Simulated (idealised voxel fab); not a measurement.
process module | voxel wiring stack
cross-section cut | 145 nm wide | cells 5 nm
A cross-section is a grid of square cells, given in bands from the top down. A band is one or more rows of cells.
Each band's line starts with the height of the band's top and of its bottom, in nm. Then come its materials from left to right, each with its width in nm. One material with "throughout" fills the band from edge to edge. "air" is empty space.
Height 0 is the level under which the wafer as received is all one material. The lowest band goes on downwards, as in "0 down".
A width such as "30 to 40" changes by the same amount from each row of cells to the next, from the band's top row to its bottom row.
"no change" after a step means that no cell of the cross-section changed.
closed voids: empty space of 8 cells or more with no open way to the top, each as width x height at its distance from the left edge, in nm
after a step's settings: what the simulator itself notes on the step
overlay nm, on a step with a mask: how far to the right of its planned place the mask lay; to the left if negative
plan
1 op RECEIVE | material Si
2 op CONFORMAL_DEP | material SiO2 | thk nm 15
3 op CONFORMAL_DEP | material SiN | thk nm 5
4 op DIRECTIONAL_DEP | material lowk | thk nm 15
5 op PATTERN | tone open | mask id METAL_1 | material resist | width nm 25 | pitch nm 45 | thk nm 20 | overlay nm 0
6 op DIRECTIONAL_ETCH | etch materials lowk | depth nm 15
7 op DIRECTIONAL_ETCH | etch materials SiN | depth nm 5
8 op STRIP | etch materials resist
9 op CONFORMAL_DEP | material TiN | thk nm 5
10 op FILL_DEP | material W | thk nm 5
11 op CMP | height nm 35
12 op CONFORMAL_DEP | material SiCN | thk nm 5
13 op DIRECTIONAL_DEP | material lowk | thk nm 15
14 op PATTERN | tone open | mask id PLUG_1 | material resist | width nm 15 | thk nm 20 | overlay nm 0
15 op DIRECTIONAL_ETCH | etch materials lowk | depth nm 15
16 op DIRECTIONAL_ETCH | etch materials SiCN | depth nm 5
17 op STRIP | etch materials resist
18 op EPI | material Ru | thk nm 10
19 op EPI | material Ru | thk nm 10
20 op DIRECTIONAL_DEP | material TiN | thk nm 5
21 op DIRECTIONAL_DEP | material W | thk nm 25
22 op DIRECTIONAL_DEP | material aC | thk nm 15
23 op PATTERN | tone cover | mask id METAL_2 | material resist | width nm 25 | pitch nm 45 | thk nm 35 | overlay nm 0
24 op DIRECTIONAL_ETCH | etch materials aC | depth nm 15
25 op STRIP | etch materials resist
26 op DIRECTIONAL_ETCH | etch materials W | depth nm 25
27 op DIRECTIONAL_ETCH | etch materials TiN | depth nm 5
28 op STRIP | etch materials aC
29 op FILL_DEP | material lowk | thk nm 5
30 op CMP | height nm 85
31 op CONFORMAL_DEP | material SiN | thk nm 5
as received, after step 1
  0 down: Si throughout
  closed voids: none
a wafer at the end: this start, this plan, one mistake
  90 to 85: SiN throughout
  85 to 80: lowk 50 | W 10 | lowk 20 | W 25 | lowk 40
  80 to 60: lowk 35 | W 25 | lowk 20 | W 25 | lowk 40
  60 to 55: lowk 35 | W 15 | TiN 10 | lowk 20 | TiN 25 | lowk 40
  55 to 50: SiCN 35 | TiN 15 | SiCN 95
  50 to 35: lowk throughout
  35 to 20: lowk 35 | TiN 5 | W 15 | TiN 5 | lowk 20 | TiN 5 | W 15 | TiN 5 | lowk 40
  20 to 15: SiN 35 | TiN 25 | SiN 20 | TiN 25 | SiN 40
  15 to 0: SiO2 throughout
  0 down: Si throughout
  closed voids: none
what went wrong: steps 12 and 13 were swapped
